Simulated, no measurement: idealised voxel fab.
The name of this process module is voxel ribs on slabs.
Shown is cross-section cut, with a width of 285 nm and square cells of size 5 nm.
In what follows, cross-sections appear as grids of square cells, described through bands that run from the top down, where every band is one or more rows of cells. The entry gives the band's vertical extent as a top height and a bottom height in nm, then its horizontal make-up as materials from left to right, each with a width in nm. "air" stands for empty space; a single material marked "throughout" fills the band edge to edge. Heads up on the height convention: 0 is the point under which the incoming wafer is all one material, and the lowest band has no bottom, it just keeps going down, like "0 down". The expression "30->40" gives the width at the extremes of the band, the first number at its top row of cells and the second at its bottom row, with the width changing by equal amounts from each row to the next in between. "nothing different" (step): cross-section cells unchanged, all of them. The list in "Closed void catalog" covers empty spaces of 8 cells or more that cannot reach the top through any open way, and it gives each as width x height at distance; the distance is from the left edge, and width, height and distance are in nm. Heads up: the bit after the settings on a step's line is the simulator's remark on that step. The line of a step may include "overlay nm". On a step with a mask, this value is how far to the right of its planned place the mask lay. A negative value means the mask lay to the left.
Planned step list for the process
1) RECEIVE [material Si]
2) DIRECTIONAL_DEP [material SiO2] [thk nm 20]
3) DIRECTIONAL_DEP [material SiN] [thk nm 20]
4) DIRECTIONAL_DEP [material aC] [thk nm 15]
5) PATTERN [tone cover] [mask id RIB] [material resist] [width nm 20] [thk nm 30] [overlay nm 0]
6) DIRECTIONAL_ETCH [etch materials aC] [depth nm 15]
7) STRIP [etch materials resist]
8) DIRECTIONAL_ETCH [etch materials SiN] [depth nm 5]
9) STRIP [etch materials aC]
10) DIRECTIONAL_DEP [material aC] [thk nm 15]
11) PATTERN [tone cover] [mask id SLAB] [material resist] [width nm 70] [thk nm 30] [overlay nm 0]
12) DIRECTIONAL_ETCH [etch materials aC] [depth nm 15]
13) STRIP [etch materials resist]
14) DIRECTIONAL_ETCH [etch materials SiN] [depth nm 15]
15) STRIP [etch materials aC]
16) FILL_DEP [material SiO2] [thk nm 25]
17) CMP [height nm 55]
18) DIRECTIONAL_DEP [material W] [thk nm 10]
19) PATTERN [tone cover] [mask id HEATER] [material resist] [width nm 30] [thk nm 20] [overlay nm 0]
20) DIRECTIONAL_ETCH [etch materials W] [depth nm 10]
21) STRIP [etch materials resist]
22) CONFORMAL_DEP [material SiN] [thk nm 10]
As-received wafer cross-section (after step 1)
- 0 down: Si throughout
- Closed void catalog: none
Final wafer profile in cross-section after the module, from the same start and plan as above, with one mistake made during processing
- 75 to 65: 115 air | 50 SiN | 120 air
- 65 to 55: 125 SiN | 30 W | 130 SiN
- 55 to 40: SiO2 throughout
- 40 to 35: 130 SiO2 | 20 SiN | 135 SiO2
- 35 to 20: 115 SiO2 | 70 SiN | 100 SiO2
- 20 to 0: SiO2 throughout
- 0 down: Si throughout
- Closed void catalog: none
What was the processing mistake? contrary to plan, step 11 was performed as PATTERN [tone cover] [mask id SLAB] [material resist] [width nm 70] [thk nm 30] [overlay nm 10]
